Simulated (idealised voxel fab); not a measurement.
Herein follows the process module entitled voxel spacer lines.
255 nm wide, 5 nm square cells: that's cross-section cut.
Cross-section, as written here: a square-cell grid given band by band from the top down, where a band holds one or more rows of cells.
Read a band's entry like this: the first values are the height of its top and the height of its bottom in nm, and what follows is the sequence of materials from left to right, each with its width in nm. Note that "empty" is empty space, and that a single material marked "edge to edge" reaches across the band from edge to edge.
Heads up on the height convention: 0 is the point under which the incoming wafer is all one material, and the lowest band has no bottom, it just keeps going down, like "from 0 down".
Read "30 to 40" as a graded width: first number on top, second number at the bottom, same change between each pair of neighbouring rows.
The cross-section has no changed cell in any step marked "all unchanged".
Empty spaces counting at least 8 cells and having no open way to the top are listed in "Enclosed void list". The notation width x height at distance is used for each, the distance being from the left edge and all three values in nm.
Text after the settings on a step's line: the simulator's own remark on that step.
A step's line can hold "overlay nm"; with a mask on that step, the setting says how far right of the planned place the mask lay, while a negative setting says it lay to the left.

The following list gives the planned process steps
| 1 | RECEIVE, material Si |
| 2 | CONFORMAL_DEP, material Al2O3, thk nm 10 |
| 3 | DIRECTIONAL_DEP, material W, thk nm 15 |
| 4 | DIRECTIONAL_DEP, material aC, thk nm 30 |
| 5 | PATTERN, tone cover, mask id MANDREL, material resist, width nm 25, pitch nm 80, thk nm 40, overlay nm 0 |
| 6 | DIRECTIONAL_ETCH, etch materials aC, depth nm 30 |
| 7 | STRIP, etch materials resist |
| 8 | CONFORMAL_DEP, material SiN, thk nm 15 |
| 9 | DIRECTIONAL_ETCH, etch materials SiN, depth nm 15 |
| 10 | STRIP, etch materials aC |
| 11 | DIRECTIONAL_ETCH, etch materials W, depth nm 15 |
| 12 | STRIP, etch materials SiN |

First wafer, as planned

Wafer as received: cross-section following step 1
- from 0 down  Si edge to edge
- Enclosed void list: none

The wafer in cross-section once step 2 is complete
- from 10 to 0  Al2O3 edge to edge
- Everything below 0 is unchanged.

The wafer in cross-section once step 3 is complete
- from 25 to 10  W edge to edge
- Everything below 10 is unchanged.

The wafer in cross-section once step 4 is complete
- from 55 to 25  aC edge to edge
- Everything below 25 is unchanged.

The wafer in cross-section once step 5 is complete
- from 95 to 55  35 nm empty | 25 nm resist | 55 nm empty | 25 nm resist | 55 nm empty | 25 nm resist | 35 nm empty
- Everything below 55 is unchanged.

The wafer in cross-section once step 6 is complete
- from 65 to 55  35 nm empty | 25 nm resist | 55 nm empty | 25 nm resist | 55 nm empty | 25 nm resist | 35 nm empty
- from 55 to 25  35 nm empty | 25 nm aC | 55 nm empty | 25 nm aC | 55 nm empty | 25 nm aC | 35 nm empty
- Everything below 25 is unchanged.

The wafer in cross-section once step 7 is complete
- from 55 to 25  35 nm empty | 25 nm aC | 55 nm empty | 25 nm aC | 55 nm empty | 25 nm aC | 35 nm empty
- Everything below 25 is unchanged.

The wafer in cross-section once step 8 is complete
- from 70 to 55  20 nm empty | 55 nm SiN | 25 nm empty | 55 nm SiN | 25 nm empty | 55 nm SiN | 20 nm empty
- from 55 to 40  20 nm empty | 15 nm SiN | 25 nm aC | 15 nm SiN | 25 nm empty | 15 nm SiN | 25 nm aC | 15 nm SiN | 25 nm empty | 15 nm SiN | 25 nm aC | 15 nm SiN | 20 nm empty
- from 40 to 25  35 nm SiN | 25 nm aC | 55 nm SiN | 25 nm aC | 55 nm SiN | 25 nm aC | 35 nm SiN
- Everything below 25 is unchanged.

The wafer in cross-section once step 9 is complete
- from 55 to 25  20 nm empty | 15 nm SiN | 25 nm aC | 15 nm SiN | 25 nm empty | 15 nm SiN | 25 nm aC | 15 nm SiN | 25 nm empty | 15 nm SiN | 25 nm aC | 15 nm SiN | 20 nm empty
- Everything below 25 is unchanged.

The wafer in cross-section once step 10 is complete
- from 55 to 25  20 nm empty | 15 nm SiN | 25 nm empty | 15 nm SiN | 25 nm empty | 15 nm SiN | 25 nm empty | 15 nm SiN | 25 nm empty | 15 nm SiN | 25 nm empty | 15 nm SiN | 20 nm empty
- Everything below 25 is unchanged.

The wafer in cross-section once step 11 is complete
- from 55 to 25  20 nm empty | 15 nm SiN | 25 nm empty | 15 nm SiN | 25 nm empty | 15 nm SiN | 25 nm empty | 15 nm SiN | 25 nm empty | 15 nm SiN | 25 nm empty | 15 nm SiN | 20 nm empty
- from 25 to 10  20 nm empty | 15 nm W | 25 nm empty | 15 nm W | 25 nm empty | 15 nm W | 25 nm empty | 15 nm W | 25 nm empty | 15 nm W | 25 nm empty | 15 nm W | 20 nm empty
- Everything below 10 is unchanged.

The wafer in cross-section once step 12 is complete
- from 25 to 10  20 nm empty | 15 nm W | 25 nm empty | 15 nm W | 25 nm empty | 15 nm W | 25 nm empty | 15 nm W | 25 nm empty | 15 nm W | 25 nm empty | 15 nm W | 20 nm empty
- Everything below 10 is unchanged.

The remaining wafer, second of the two, started like the first and was run to the same plan, except that one mistake was made along the way; the two coincide through step 4, inclusive

Cross-sectional representation of the second wafer at the time designated in the plan for the completion of step 5
- from 95 to 55  30 nm empty | 25 nm resist | 55 nm empty | 25 nm resist | 55 nm empty | 25 nm resist | 40 nm empty
- Everything below 55 is unchanged.

Cross-sectional representation of the second wafer at the time designated in the plan for the completion of step 6
- from 65 to 55  30 nm empty | 25 nm resist | 55 nm empty | 25 nm resist | 55 nm empty | 25 nm resist | 40 nm empty
- from 55 to 25  30 nm empty | 25 nm aC | 55 nm empty | 25 nm aC | 55 nm empty | 25 nm aC | 40 nm empty
- Everything below 25 is unchanged.

Cross-sectional representation of the second wafer at the time designated in the plan for the completion of step 7
- from 55 to 25  30 nm empty | 25 nm aC | 55 nm empty | 25 nm aC | 55 nm empty | 25 nm aC | 40 nm empty
- Everything below 25 is unchanged.

Cross-sectional representation of the second wafer at the time designated in the plan for the completion of step 8
- from 70 to 55  15 nm empty | 55 nm SiN | 25 nm empty | 55 nm SiN | 25 nm empty | 55 nm SiN | 25 nm empty
- from 55 to 40  15 nm empty | 15 nm SiN | 25 nm aC | 15 nm SiN | 25 nm empty | 15 nm SiN | 25 nm aC | 15 nm SiN | 25 nm empty | 15 nm SiN | 25 nm aC | 15 nm SiN | 25 nm empty
- from 40 to 25  30 nm SiN | 25 nm aC | 55 nm SiN | 25 nm aC | 55 nm SiN | 25 nm aC | 40 nm SiN
- Everything below 25 is unchanged.

Cross-sectional representation of the second wafer at the time designated in the plan for the completion of step 9
- from 55 to 25  15 nm empty | 15 nm SiN | 25 nm aC | 15 nm SiN | 25 nm empty | 15 nm SiN | 25 nm aC | 15 nm SiN | 25 nm empty | 15 nm SiN | 25 nm aC | 15 nm SiN | 25 nm empty
- Everything below 25 is unchanged.

Cross-sectional representation of the second wafer at the time designated in the plan for the completion of step 10
- from 55 to 25  15 nm empty | 15 nm SiN | 25 nm empty | 15 nm SiN | 25 nm empty | 15 nm SiN | 25 nm empty | 15 nm SiN | 25 nm empty | 15 nm SiN | 25 nm empty | 15 nm SiN | 25 nm empty
- Everything below 25 is unchanged.

Cross-sectional representation of the second wafer at the time designated in the plan for the completion of step 11
- from 55 to 25  15 nm empty | 15 nm SiN | 25 nm empty | 15 nm SiN | 25 nm empty | 15 nm SiN | 25 nm empty | 15 nm SiN | 25 nm empty | 15 nm SiN | 25 nm empty | 15 nm SiN | 25 nm empty
- from 25 to 10  15 nm empty | 15 nm W | 25 nm empty | 15 nm W | 25 nm empty | 15 nm W | 25 nm empty | 15 nm W | 25 nm empty | 15 nm W | 25 nm empty | 15 nm W | 25 nm empty
- Everything below 10 is unchanged.

Cross-sectional representation of the second wafer at the time designated in the plan for the completion of step 12
- from 25 to 10  15 nm empty | 15 nm W | 25 nm empty | 15 nm W | 25 nm empty | 15 nm W | 25 nm empty | 15 nm W | 25 nm empty | 15 nm W | 25 nm empty | 15 nm W | 25 nm empty
- Everything below 10 is unchanged.
Which mistake was made when the wafer was run? so step 5 ended up running with a different setting than we planned, it ran as PATTERN, tone cover, mask id MANDREL, material resist, width nm 25, pitch nm 80, thk nm 40, overlay nm -5
When the process is done, the second wafer contains the same cell count of every material as the first wafer, but distributed over other locations.
